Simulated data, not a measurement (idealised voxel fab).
The process module presented herein is designated voxel fin reveal.
Square cell edge 5 nm, section width 255 nm, ID cut.
Notation: cross-section as square-cell grid; stated in bands, top first, going down; one or more cell rows per band.
Quick guide to a band line: top height, bottom height (nm) up front; then every material left to right with its width in nm. Only one material and it's marked "edge to edge"? Then it fills the band edge to edge. And "empty" just means empty space.
Heights are reckoned from 0. Under this level, the received wafer is all of one material. The bottommost band is open-ended downward, for example "z 0 and below".
The two numbers in a width such as "30 to 40" mark its ends across the band: the first belongs to the top row of cells, the second to the bottom row, and from each row to the next the width moves by the same amount.
Basically "changes: none" means that step didn't change any cell in the cross-section.
Empty spaces counting at least 8 cells and having no open way to the top are listed in "Listed closed voids". The notation width x height at distance is used for each, the distance being from the left edge and all three values in nm.
That trailing text on a step's line, after the settings, is the simulator's own remark on the step.
The "overlay nm" setting may appear on a step's line; for a step that uses a mask, it gives how far to the right of its planned position the mask lay, and a negative value indicates the left.
**These are the steps we planned for the process**
| 1 | op RECEIVE | material Si |
| 2 | op CONFORMAL_DEP | material SiN | thk nm 10 |
| 3 | op PATTERN | tone cover | mask id FINS | material resist | width nm 15 | pitch nm 40 | thk nm 15 | overlay nm 0 |
| 4 | op DIRECTIONAL_ETCH | etch materials SiN | depth nm 10 |
| 5 | op DIRECTIONAL_ETCH | etch materials Si | depth nm 35 |
| 6 | op STRIP | etch materials resist |
| 7 | op OXIDIZE | depth nm 5 |
| 8 | op FILL_DEP | material SiO2 | thk nm 10 |
| 9 | op CMP | height nm 10 |
| 10 | op SELECTIVE_ETCH | etch materials SiO2 | depth nm 20 |
| 11 | op STRIP | etch materials SiN |
**First wafer of two (run as planned)**
**Shown in cross-section is the wafer as received, that is, as it stands after step 1**
> z 0 and below  Si edge to edge
> Listed closed voids: none
**Take a look at the wafer's cross-section after step 2**
> z 10 to 0  SiN edge to edge
> At heights below 0, the structure remains unaltered.
**Take a look at the wafer's cross-section after step 3**
> z 25 to 10  80 nm empty, then 15 nm resist, then 25 nm empty, then 15 nm resist, then 25 nm empty, then 15 nm resist, then 80 nm empty
> At heights below 10, the structure remains unaltered.
**Take a look at the wafer's cross-section after step 4**
> z 25 to 10  80 nm empty, then 15 nm resist, then 25 nm empty, then 15 nm resist, then 25 nm empty, then 15 nm resist, then 80 nm empty
> z 10 to 0  80 nm empty, then 15 nm SiN, then 25 nm empty, then 15 nm SiN, then 25 nm empty, then 15 nm SiN, then 80 nm empty
> At heights below 0, the structure remains unaltered.
**Take a look at the wafer's cross-section after step 5**
> z 25 to 10  80 nm empty, then 15 nm resist, then 25 nm empty, then 15 nm resist, then 25 nm empty, then 15 nm resist, then 80 nm empty
> z 10 to 0  80 nm empty, then 15 nm SiN, then 25 nm empty, then 15 nm SiN, then 25 nm empty, then 15 nm SiN, then 80 nm empty
> z 0 to -35  80 nm empty, then 15 nm Si, then 25 nm empty, then 15 nm Si, then 25 nm empty, then 15 nm Si, then 80 nm empty
> At heights below -35, the structure remains unaltered.
**Take a look at the wafer's cross-section after step 6**
> z 10 to 0  80 nm empty, then 15 nm SiN, then 25 nm empty, then 15 nm SiN, then 25 nm empty, then 15 nm SiN, then 80 nm empty
> At heights below 0, the structure remains unaltered.
**Take a look at the wafer's cross-section after step 7**
> z 10 to 0  80 nm empty, then 15 nm SiN, then 25 nm empty, then 15 nm SiN, then 25 nm empty, then 15 nm SiN, then 80 nm empty
> z 0 to -35  80 nm empty, then 5 nm SiO2, then 5 nm Si, then 5 nm SiO2, then 25 nm empty, then 5 nm SiO2, then 5 nm Si, then 5 nm SiO2, then 25 nm empty, then 5 nm SiO2, then 5 nm Si, then 5 nm SiO2, then 80 nm empty
> z -35 to -40  85 nm SiO2, then 5 nm Si, then 35 nm SiO2, then 5 nm Si, then 35 nm SiO2, then 5 nm Si, then 85 nm SiO2
> At heights below -40, the structure remains unaltered.
**Take a look at the wafer's cross-section after step 8**
> z 20 to 10  SiO2 edge to edge
> z 10 to 0  80 nm SiO2, then 15 nm SiN, then 25 nm SiO2, then 15 nm SiN, then 25 nm SiO2, then 15 nm SiN, then 80 nm SiO2
> z 0 to -40  85 nm SiO2, then 5 nm Si, then 35 nm SiO2, then 5 nm Si, then 35 nm SiO2, then 5 nm Si, then 85 nm SiO2
> At heights below -40, the structure remains unaltered.
**Take a look at the wafer's cross-section after step 9**
> z 10 to 0  80 nm SiO2, then 15 nm SiN, then 25 nm SiO2, then 15 nm SiN, then 25 nm SiO2, then 15 nm SiN, then 80 nm SiO2
> At heights below 0, the structure remains unaltered.
**Take a look at the wafer's cross-section after step 10**
> z 10 to 0  80 nm empty, then 15 nm SiN, then 25 nm empty, then 15 nm SiN, then 25 nm empty, then 15 nm SiN, then 80 nm empty
> z 0 to -10  85 nm empty, then 5 nm Si, then 35 nm empty, then 5 nm Si, then 35 nm empty, then 5 nm Si, then 85 nm empty
> At heights below -10, the structure remains unaltered.
**Take a look at the wafer's cross-section after step 11**
> z 0 to -10  85 nm empty, then 5 nm Si, then 35 nm empty, then 5 nm Si, then 35 nm empty, then 5 nm Si, then 85 nm empty
> At heights below -10, the structure remains unaltered.
**The second wafer began exactly as the first did and followed the same plan, but one mistake was made while running it; through step 2 inclusive, the two wafers are identical**
**Look at the second wafer in cross-section at the time step 3 ought to have finished**
> z 25 to 10  75 nm empty, then 15 nm resist, then 25 nm empty, then 15 nm resist, then 25 nm empty, then 15 nm resist, then 85 nm empty
> At heights below 10, the structure remains unaltered.
**Look at the second wafer in cross-section at the time step 4 ought to have finished**
> z 25 to 10  75 nm empty, then 15 nm resist, then 25 nm empty, then 15 nm resist, then 25 nm empty, then 15 nm resist, then 85 nm empty
> z 10 to 0  75 nm empty, then 15 nm SiN, then 25 nm empty, then 15 nm SiN, then 25 nm empty, then 15 nm SiN, then 85 nm empty
> At heights below 0, the structure remains unaltered.
**Look at the second wafer in cross-section at the time step 5 ought to have finished**
> z 25 to 10  75 nm empty, then 15 nm resist, then 25 nm empty, then 15 nm resist, then 25 nm empty, then 15 nm resist, then 85 nm empty
> z 10 to 0  75 nm empty, then 15 nm SiN, then 25 nm empty, then 15 nm SiN, then 25 nm empty, then 15 nm SiN, then 85 nm empty
> z 0 to -35  75 nm empty, then 15 nm Si, then 25 nm empty, then 15 nm Si, then 25 nm empty, then 15 nm Si, then 85 nm empty
> At heights below -35, the structure remains unaltered.
**Look at the second wafer in cross-section at the time step 6 ought to have finished**
> z 10 to 0  75 nm empty, then 15 nm SiN, then 25 nm empty, then 15 nm SiN, then 25 nm empty, then 15 nm SiN, then 85 nm empty
> At heights below 0, the structure remains unaltered.
**Look at the second wafer in cross-section at the time step 7 ought to have finished**
> z 10 to 0  75 nm empty, then 15 nm SiN, then 25 nm empty, then 15 nm SiN, then 25 nm empty, then 15 nm SiN, then 85 nm empty
> z 0 to -35  75 nm empty, then 5 nm SiO2, then 5 nm Si, then 5 nm SiO2, then 25 nm empty, then 5 nm SiO2, then 5 nm Si, then 5 nm SiO2, then 25 nm empty, then 5 nm SiO2, then 5 nm Si, then 5 nm SiO2, then 85 nm empty
> z -35 to -40  80 nm SiO2, then 5 nm Si, then 35 nm SiO2, then 5 nm Si, then 35 nm SiO2, then 5 nm Si, then 90 nm SiO2
> At heights below -40, the structure remains unaltered.
**Look at the second wafer in cross-section at the time step 8 ought to have finished**
> z 20 to 10  SiO2 edge to edge
> z 10 to 0  75 nm SiO2, then 15 nm SiN, then 25 nm SiO2, then 15 nm SiN, then 25 nm SiO2, then 15 nm SiN, then 85 nm SiO2
> z 0 to -40  80 nm SiO2, then 5 nm Si, then 35 nm SiO2, then 5 nm Si, then 35 nm SiO2, then 5 nm Si, then 90 nm SiO2
> At heights below -40, the structure remains unaltered.
**Look at the second wafer in cross-section at the time step 9 ought to have finished**
> z 10 to 0  75 nm SiO2, then 15 nm SiN, then 25 nm SiO2, then 15 nm SiN, then 25 nm SiO2, then 15 nm SiN, then 85 nm SiO2
> At heights below 0, the structure remains unaltered.
**Look at the second wafer in cross-section at the time step 10 ought to have finished**
> z 10 to 0  75 nm empty, then 15 nm SiN, then 25 nm empty, then 15 nm SiN, then 25 nm empty, then 15 nm SiN, then 85 nm empty
> z 0 to -10  80 nm empty, then 5 nm Si, then 35 nm empty, then 5 nm Si, then 35 nm empty, then 5 nm Si, then 90 nm empty
> At heights below -10, the structure remains unaltered.
**Look at the second wafer in cross-section at the time step 11 ought to have finished**
> z 0 to -10  80 nm empty, then 5 nm Si, then 35 nm empty, then 5 nm Si, then 35 nm empty, then 5 nm Si, then 90 nm empty
> At heights below -10, the structure remains unaltered.
Processing error: step 3 went in with a setting other than planned; the actual run was op PATTERN | tone cover | mask id FINS | material resist | width nm 15 | pitch nm 40 | thk nm 15 | overlay nm -5
Comparing end states, the material composition by cell count is preserved from the first wafer to the second, while the locations of the cells are not.
